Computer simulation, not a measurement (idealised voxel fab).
The process module presented herein is designated voxel spacer lines.
In the cross-section labelled cut, the width is 230 nm and each square cell is 5 nm.
Cross-section layout: square cells on a grid; listed as bands, top to bottom; a band spans one or more cell rows. Quick guide to a band line: top height, bottom height (nm) up front; then every material left to right with its width in nm. Only one material and it's marked "throughout"? Then it fills the band edge to edge. And "empty" just means empty space. Where do heights start? At 0: under that level the wafer as delivered is made of one material only. And the lowest band has no floor; it just carries on downward, as in "z 0 and below". Quick explanation for "30 to 40": the width changes in equal steps down the rows of cells, from the first number in the band's top row to the second number in its bottom row. "nothing was modified" means the step left every cell of the cross-section as it was. Empty spaces counting at least 8 cells and having no open way to the top are listed in "Completely enclosed voids". The notation width x height at distance is used for each, the distance being from the left edge and all three values in nm. Anything after a step's settings on that line? It's the simulator's own note about the step. "overlay nm" denotes, for a step that has a mask, the displacement of the mask to the right of its planned place, with negative values corresponding to the left.

### Steps planned for the process
1) RECEIVE: material Si
2) CONFORMAL_DEP: material SiO2, thk nm 5
3) DIRECTIONAL_DEP: material polySi, thk nm 10
4) DIRECTIONAL_DEP: material aC, thk nm 20
5) PATTERN: tone cover, mask id MANDREL, material resist, width nm 20, pitch nm 70, thk nm 25, overlay nm 0
6) DIRECTIONAL_ETCH: etch materials aC, depth nm 20
7) STRIP: etch materials resist
8) CONFORMAL_DEP: material SiN, thk nm 15
9) DIRECTIONAL_ETCH: etch materials SiN, depth nm 15
10) STRIP: etch materials aC
11) DIRECTIONAL_ETCH: etch materials polySi, depth nm 10
12) STRIP: etch materials SiN
13) FILL_DEP: material lowk, thk nm 10
14) CMP: height nm 15

### Incoming wafer, cross-sectional view, post step 1
- z 0 and below | Si throughout
- Completely enclosed voids: none

### First of two wafers, end-of-module section, run followed plan
- z 15 to 5 | 55 of lowk | 15 of polySi | 20 of lowk | 15 of polySi | 20 of lowk | 15 of polySi | 20 of lowk | 15 of polySi | 55 of lowk
- z 5 to 0 | SiO2 throughout
- z 0 and below | Si throughout
- Completely enclosed voids: none

### Cross-section of the latter of the two wafers at module completion. It had an identical start and an identical plan to the former; in running it, one mistake was made
- z 15 to 5 | 50 of lowk | 15 of polySi | 30 of lowk | 15 of polySi | 10 of lowk | 15 of polySi | 30 of lowk | 15 of polySi | 50 of lowk
- z 5 to 0 | SiO2 throughout
- z 0 and below | Si throughout
- Completely enclosed voids: none
what went wrong: off-plan run, step 5, actual operation and settings PATTERN: tone cover, mask id MANDREL, material resist, width nm 30, pitch nm 70, thk nm 25, overlay nm 0
At the end, the second wafer has the same number of cells of each material as the first, but those cells sit in other places.
